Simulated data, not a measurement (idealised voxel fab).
process module | voxel wiring stack
cross-section cut | 225 nm wide | cells 5 nm
A cross-section is a grid of square cells, given in bands from the top down. A band is one or more rows of cells.
Each band's line starts with the height of the band's top and of its bottom, in nm. Then come its materials from left to right, each with its width in nm. One material with "throughout" fills the band from edge to edge. "air" is empty space.
Height 0 is the level under which the wafer as received is all one material. The lowest band goes on downwards, as in "0 down".
A width such as "30 to 40" changes by the same amount from each row of cells to the next, from the band's top row to its bottom row.
"no change" after a step means that no cell of the cross-section changed.
closed voids: empty space of 8 cells or more with no open way to the top, each as width x height at its distance from the left edge, in nm
after a step's settings: what the simulator itself notes on the step
overlay nm, on a step with a mask: how far to the right of its planned place the mask lay; to the left if negative
plan
1 op RECEIVE | material Si
2 op CONFORMAL_DEP | material SiO2 | thk nm 15
3 op CONFORMAL_DEP | material SiCN | thk nm 5
4 op DIRECTIONAL_DEP | material SiO2 | thk nm 25
5 op PATTERN | tone open | mask id METAL_1 | material resist | width nm 25 | pitch nm 45 | thk nm 15 | overlay nm 0
6 op DIRECTIONAL_ETCH | etch materials SiO2 | depth nm 25
7 op DIRECTIONAL_ETCH | etch materials SiCN | depth nm 5
8 op STRIP | etch materials resist
9 op CONFORMAL_DEP | material TiN | thk nm 5
10 op FILL_DEP | material W | thk nm 5
11 op CMP | height nm 45
12 op CONFORMAL_DEP | material SiCN | thk nm 5
13 op DIRECTIONAL_DEP | material lowk | thk nm 25
14 op PATTERN | tone open | mask id METAL_2 | material resist | width nm 25 | pitch nm 45 | thk nm 15 | overlay nm 0
15 op DIRECTIONAL_ETCH | etch materials lowk | depth nm 15
16 op STRIP | etch materials resist
17 op PATTERN | tone open | mask id METAL_2_HOLES | material resist | width nm 15 | pitch nm 45 | thk nm 15 | overlay nm 0
18 op DIRECTIONAL_ETCH | etch materials lowk | depth nm 10
19 op DIRECTIONAL_ETCH | etch materials SiCN | depth nm 5
20 op STRIP | etch materials resist
21 op CONFORMAL_DEP | material TiN | thk nm 5
22 op FILL_DEP | material Cu | thk nm 5
23 op CMP | height nm 75
24 op CONFORMAL_DEP | material SiCN | thk nm 5
25 op DIRECTIONAL_DEP | material SiO2 | thk nm 15
26 op PATTERN | tone open | mask id PLUG_2 | material resist | width nm 15 | pitch nm 90 | thk nm 15 | overlay nm 0
27 op DIRECTIONAL_ETCH | etch materials SiO2 | depth nm 15
28 op DIRECTIONAL_ETCH | etch materials SiCN | depth nm 5
29 op STRIP | etch materials resist
30 op CONFORMAL_DEP | material TiN | thk nm 5
31 op FILL_DEP | material Cu | thk nm 5
32 op CMP | height nm 95
33 op DIRECTIONAL_DEP | material TiN | thk nm 5
34 op DIRECTIONAL_DEP | material W | thk nm 20
35 op DIRECTIONAL_DEP | material aC | thk nm 10
36 op PATTERN | tone cover | mask id METAL_3 | material resist | width nm 25 | pitch nm 45 | thk nm 25 | overlay nm 0
37 op DIRECTIONAL_ETCH | etch materials aC | depth nm 10
38 op STRIP | etch materials resist
39 op DIRECTIONAL_ETCH | etch materials W | depth nm 20
40 op DIRECTIONAL_ETCH | etch materials TiN | depth nm 5
41 op STRIP | etch materials aC
42 op CONFORMAL_DEP | material SiCN | thk nm 5
43 op FILL_DEP | material SiO2 | thk nm 10
44 op CMP | height nm 120
45 op CONFORMAL_DEP | material SiCN | thk nm 5
46 op DIRECTIONAL_DEP | material lowk | thk nm 25
47 op PATTERN | tone open | mask id METAL_4 | material resist | width nm 25 | pitch nm 45 | thk nm 15 | overlay nm 0
48 op DIRECTIONAL_ETCH | etch materials lowk | depth nm 15
49 op STRIP | etch materials resist
50 op DIRECTIONAL_DEP | material aC | thk nm 10
51 op PATTERN | tone open | mask id METAL_4_HOLES | material resist | width nm 15 | pitch nm 45 | thk nm 30 | overlay nm 0
52 op DIRECTIONAL_ETCH | etch materials aC | depth nm 10
53 op STRIP | etch materials resist
54 op DIRECTIONAL_ETCH | etch materials lowk | depth nm 10
55 op DIRECTIONAL_ETCH | etch materials SiCN | depth nm 5
56 op STRIP | etch materials aC
57 op CONFORMAL_DEP | material TiN | thk nm 5
58 op FILL_DEP | material Ru | thk nm 10
59 op CMP | height nm 150
60 op CONFORMAL_DEP | material SiCN | thk nm 5
as received, after step 1
  0 down: Si throughout
  closed voids: none
a wafer at the end: this start, this plan, one mistake
  155 to 150: SiCN throughout
  150 to 140: lowk 30 | TiN 5 | Ru 15 | TiN 5 | lowk 20 | TiN 5 | Ru 15 | TiN 5 | lowk 20 | TiN 5 | Ru 15 | TiN 5 | lowk 20 | TiN 5 | Ru 15 | TiN 5 | lowk 35
  140 to 135: lowk 30 | TiN 5 | Ru 5 | TiN 15 | lowk 20 | TiN 5 | Ru 5 | TiN 15 | lowk 20 | TiN 5 | Ru 5 | TiN 15 | lowk 20 | TiN 5 | Ru 5 | TiN 15 | lowk 35
  135 to 125: lowk 30 | TiN 5 | Ru 5 | TiN 5 | lowk 30 | TiN 5 | Ru 5 | TiN 5 | lowk 30 | TiN 5 | Ru 5 | TiN 5 | lowk 30 | TiN 5 | Ru 5 | TiN 5 | lowk 45
  125 to 120: SiCN 30 | TiN 15 | SiCN 30 | TiN 15 | SiCN 30 | TiN 15 | SiCN 30 | TiN 15 | SiCN 45
  120 to 100: SiO2 25 | SiCN 5 | W 25 | SiCN 5 | SiO2 10 | SiCN 5 | W 25 | SiCN 5 | SiO2 10 | SiCN 5 | W 25 | SiCN 5 | SiO2 10 | SiCN 5 | W 25 | SiCN 5 | SiO2 30
  100 to 95: SiCN 30 | TiN 25 | SiCN 20 | TiN 25 | SiCN 20 | TiN 25 | SiCN 20 | TiN 25 | SiCN 35
  95 to 80: SiO2 30 | TiN 5 | Cu 5 | TiN 5 | SiO2 75 | TiN 5 | Cu 5 | TiN 5 | SiO2 90
  80 to 75: SiCN 30 | TiN 15 | SiCN 75 | TiN 15 | SiCN 90
  75 to 65: lowk 30 | TiN 5 | Cu 15 | TiN 5 | lowk 20 | TiN 5 | Cu 15 | TiN 5 | lowk 20 | TiN 5 | Cu 15 | TiN 5 | lowk 20 | TiN 5 | Cu 15 | TiN 5 | lowk 35
  65 to 60: lowk 30 | TiN 5 | Cu 5 | TiN 15 | lowk 20 | TiN 5 | Cu 5 | TiN 15 | lowk 20 | TiN 5 | Cu 5 | TiN 15 | lowk 20 | TiN 5 | Cu 5 | TiN 15 | lowk 35
  60 to 50: lowk 30 | TiN 5 | Cu 5 | TiN 5 | lowk 30 | TiN 5 | Cu 5 | TiN 5 | lowk 30 | TiN 5 | Cu 5 | TiN 5 | lowk 30 | TiN 5 | Cu 5 | TiN 5 | lowk 45
  50 to 45: SiCN 30 | TiN 15 | SiCN 30 | TiN 15 | SiCN 30 | TiN 15 | SiCN 30 | TiN 15 | SiCN 45
  45 to 40: TiN 35 | W 15 | TiN 30 | W 15 | TiN 30 | W 15 | TiN 30 | W 15 | TiN 40
  40 to 20: SiO2 30 | TiN 5 | W 15 | TiN 5 | SiO2 20 | TiN 5 | W 15 | TiN 5 | SiO2 20 | TiN 5 | W 15 | TiN 5 | SiO2 20 | TiN 5 | W 15 | TiN 5 | SiO2 35
  20 to 15: SiO2 30 | TiN 25 | SiO2 20 | TiN 25 | SiO2 20 | TiN 25 | SiO2 20 | TiN 25 | SiO2 35
  15 to 0: SiO2 throughout
  0 down: Si throughout
  closed voids: none
what went wrong: step 3 was left out
